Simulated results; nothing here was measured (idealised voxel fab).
The process module that follows is named voxel released beams.
For reference, the cross-section in this document is cut, with width 245 nm and square cells of 5 nm.
The cross-sections in this document take the form of a grid made of square cells. They are written out as bands, in order from top to bottom. Each band consists of one or more rows of cells.
The entry gives the band's vertical extent as a top height and a bottom height in nm, then its horizontal make-up as materials from left to right, each with a width in nm. "blank" stands for empty space; a single material marked "throughout" fills the band edge to edge.
Heights are expressed relative to 0, this being the level below which the as-received wafer comprises one material exclusively. The lowest band is unbounded in the downward direction and is denoted as in "z 0 and below".
Think of "30..40" as a width that walks from the first number to the second as you go down the band, top row to bottom row, taking equal-sized steps from row to row.
The cross-section has no changed cell in any step marked "identical to before".
"Sealed voids": sealed empty spaces, 8 cells or more, no open way to top, listed width x height at distance, with distance from the left edge and width, height and distance in nm.
It should be noted that, on the line of a given step, the content following the step's settings is a remark produced by the simulator itself with respect to that step.
The "overlay nm" setting may appear on a step's line; for a step that uses a mask, it gives how far to the right of its planned position the mask lay, and a negative value indicates the left.
# The process steps that were planned are listed below
1) RECEIVE (material Si)
2) CONFORMAL_DEP (material Al2O3; thk nm 10)
3) DIRECTIONAL_DEP (material SiO2; thk nm 20)
4) MASKED_ETCH (tone open; mask id ANCHOR; width nm 45; etch materials SiO2; depth nm 20; overlay nm 0)
5) CONFORMAL_DEP (material polySi; thk nm 15)
6) MASKED_ETCH (tone cover; mask id BEAM; width nm 105; etch materials polySi; depth nm 15; overlay nm 0)
7) STRIP (etch materials SiO2)
# As-received wafer cross-section (after step 1)
> z 0 and below: Si throughout
> Sealed voids: none
# Final cross-section, module run with one mistake (start and plan as above)
> z 45 to 30: 65 of blank, then 105 of polySi, then 75 of blank
> z 30 to 20: Al2O3 throughout
> z 20 to 0: SiO2 throughout
> z 0 and below: Si throughout
> Sealed voids: none
Misprocessing identified: the intended sequence of steps 2 and 3 was reversed during processing, with each occupying the position of the other
